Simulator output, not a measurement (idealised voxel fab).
process module | voxel capacitor over wiring
cross-section cut | 295 nm wide | cells 5 nm
A cross-section is a grid of square cells, given in bands from the top down. A band is one or more rows of cells.
Each band's line starts with the height of the band's top and of its bottom, in nm. Then come its materials from left to right, each with its width in nm. One material with "throughout" fills the band from edge to edge. "air" is empty space.
Height 0 is the level under which the wafer as received is all one material. The lowest band goes on downwards, as in "0 down".
A width such as "30 to 40" changes by the same amount from each row of cells to the next, from the band's top row to its bottom row.
"no change" after a step means that no cell of the cross-section changed.
closed voids: empty space of 8 cells or more with no open way to the top, each as width x height at its distance from the left edge, in nm
after a step's settings: what the simulator itself notes on the step
overlay nm, on a step with a mask: how far to the right of its planned place the mask lay; to the left if negative
plan
1 op RECEIVE | material Si
2 op CONFORMAL_DEP | material SiO2 | thk nm 10
3 op CONFORMAL_DEP | material SiN | thk nm 5
4 op DIRECTIONAL_DEP | material lowk | thk nm 25
5 op MASKED_ETCH | tone open | mask id METAL_1 | width nm 20 | pitch nm 85 | etch materials lowk | depth nm 25 | overlay nm 0
6 op MASKED_ETCH | tone open | mask id METAL_1 | width nm 20 | pitch nm 85 | etch materials SiN | depth nm 5 | overlay nm 0
7 op CONFORMAL_DEP | material TiN | thk nm 5
8 op FILL_DEP | material Cu | thk nm 5
9 op CMP | height nm 40
10 op CONFORMAL_DEP | material SiCN | thk nm 5
11 op DIRECTIONAL_DEP | material lowk | thk nm 10
12 op MASKED_ETCH | tone open | mask id PLUG_1 | width nm 15 | etch materials lowk | depth nm 10 | overlay nm 0
13 op MASKED_ETCH | tone open | mask id PLUG_1 | width nm 15 | etch materials SiCN | depth nm 5 | overlay nm 0
14 op EPI | material Ru | thk nm 10
15 op EPI | material Ru | thk nm 5
16 op DIRECTIONAL_DEP | material TiN | thk nm 10
17 op DIRECTIONAL_DEP | material SiN | thk nm 5
18 op DIRECTIONAL_DEP | material TiN | thk nm 5
19 op DIRECTIONAL_DEP | material aC | thk nm 15
20 op PATTERN | tone cover | mask id UPPER_PLATE | material resist | width nm 70 | thk nm 30 | overlay nm 0
21 op DIRECTIONAL_ETCH | etch materials aC | depth nm 15
22 op STRIP | etch materials resist
23 op DIRECTIONAL_ETCH | etch materials TiN | depth nm 5
24 op DIRECTIONAL_ETCH | etch materials SiN | depth nm 5
25 op STRIP | etch materials aC
26 op DIRECTIONAL_DEP | material aC | thk nm 15
27 op PATTERN | tone cover | mask id LOWER_PLATE | material resist | width nm 80 | thk nm 30 | overlay nm 0
28 op DIRECTIONAL_ETCH | etch materials aC | depth nm 15
29 op STRIP | etch materials resist
30 op DIRECTIONAL_ETCH | etch materials TiN | depth nm 10
31 op STRIP | etch materials aC
32 op FILL_DEP | material SiO2 | thk nm 15
33 op CMP | height nm 85
34 op PATTERN | tone open | mask id PLUG_2 | material resist | width nm 15 | thk nm 15 | overlay nm 0
35 op DIRECTIONAL_ETCH | etch materials SiO2 | depth nm 10
36 op STRIP | etch materials resist
37 op CONFORMAL_DEP | material TiN | thk nm 5
38 op FILL_DEP | material W | thk nm 5
39 op CMP | height nm 85
40 op CONFORMAL_DEP | material SiCN | thk nm 5
as received, after step 1
  0 down: Si throughout
  closed voids: none
a wafer at the end: this start, this plan, one mistake
  90 to 85: SiCN throughout
  85 to 80: SiO2 110 | TiN 5 | W 5 | TiN 5 | SiO2 170
  80 to 75: SiO2 110 | TiN 15 | SiO2 170
  75 to 70: SiO2 95 | TiN 5 | SiO2 70 | TiN 5 | SiO2 120
  70 to 65: SiN 100 | SiO2 70 | SiN 125
  65 to 55: TiN throughout
  55 to 45: lowk 100 | Ru 15 | lowk 180
  45 to 40: SiCN 100 | Ru 15 | SiCN 180
  40 to 15: lowk 95 | TiN 5 | Cu 10 | TiN 5 | lowk 65 | TiN 5 | Cu 10 | TiN 5 | lowk 95
  15 to 10: SiN 95 | TiN 20 | SiN 65 | TiN 20 | SiN 95
  10 to 0: SiO2 throughout
  0 down: Si throughout
  closed voids: none
what went wrong: step 20 ran as: op PATTERN | tone open | mask id UPPER_PLATE | material resist | width nm 70 | thk nm 30 | overlay nm 0
